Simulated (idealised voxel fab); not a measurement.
process module | voxel plated lines
cross-section cut | 215 nm wide | cells 5 nm
A cross-section is a grid of square cells, given in bands from the top down. A band is one or more rows of cells.
Each band's line starts with the height of the band's top and of its bottom, in nm. Then come its materials from left to right, each with its width in nm. One material with "throughout" fills the band from edge to edge. "air" is empty space.
Height 0 is the level under which the wafer as received is all one material. The lowest band goes on downwards, as in "0 down".
A width such as "30 to 40" changes by the same amount from each row of cells to the next, from the band's top row to its bottom row.
"no change" after a step means that no cell of the cross-section changed.
closed voids: empty space of 8 cells or more with no open way to the top, each as width x height at its distance from the left edge, in nm
after a step's settings: what the simulator itself notes on the step
overlay nm, on a step with a mask: how far to the right of its planned place the mask lay; to the left if negative
plan
1 op RECEIVE | material Si
2 op CONFORMAL_DEP | material Al2O3 | thk nm 5
3 op DIRECTIONAL_DEP | material TiN | thk nm 5
4 op PATTERN | tone open | mask id LINES | material resist | width nm 15 | pitch nm 50 | thk nm 30 | overlay nm 0
5 op EPI | material Ru | thk nm 5
6 op EPI | material Ru | thk nm 5
7 op STRIP | etch materials resist
8 op DIRECTIONAL_ETCH | etch materials TiN | depth nm 5
9 op CONFORMAL_DEP | material SiO2 | thk nm 10
varied across the wafers: width nm of step 4. The plan shows the first wafer's value. All wafers start alike
first wafer as received, after step 1
  0 down: Si throughout
  closed voids: none
first wafer at the end, after step 9
  30 to 20: air 65 | SiO2 35 | air 15 | SiO2 35 | air 65
  20 to 15: air 65 | SiO2 10 | Ru 15 | SiO2 10 | air 15 | SiO2 10 | Ru 15 | SiO2 10 | air 65
  15 to 10: SiO2 75 | Ru 15 | SiO2 35 | Ru 15 | SiO2 75
  10 to 5: SiO2 75 | TiN 15 | SiO2 35 | TiN 15 | SiO2 75
  5 to 0: Al2O3 throughout
  0 down: Si throughout
  closed voids: none
last wafer at the end
  30 to 20: air 55 | SiO2 105 | air 55
  20 to 15: air 55 | SiO2 10 | Ru 35 | SiO2 15 | Ru 35 | SiO2 10 | air 55
  15 to 10: SiO2 65 | Ru 35 | SiO2 15 | Ru 35 | SiO2 65
  10 to 5: SiO2 65 | TiN 35 | SiO2 15 | TiN 35 | SiO2 65
  5 to 0: Al2O3 throughout
  0 down: Si throughout
  closed voids: none
each wafer at the end: cells of each material gained (+) or lost (-) since it was received, then its closed voids
width nm 15 | +43 Al2O3 | +12 Ru | +110 SiO2 | +6 TiN | closed voids: none
width nm 20 | +43 Al2O3 | +16 Ru | +110 SiO2 | +8 TiN | closed voids: none
width nm 25 | +43 Al2O3 | +20 Ru | +110 SiO2 | +10 TiN | closed voids: none
width nm 30 | +43 Al2O3 | +24 Ru | +110 SiO2 | +12 TiN | closed voids: none
width nm 35 | +43 Al2O3 | +28 Ru | +107 SiO2 | +14 TiN | closed voids: none
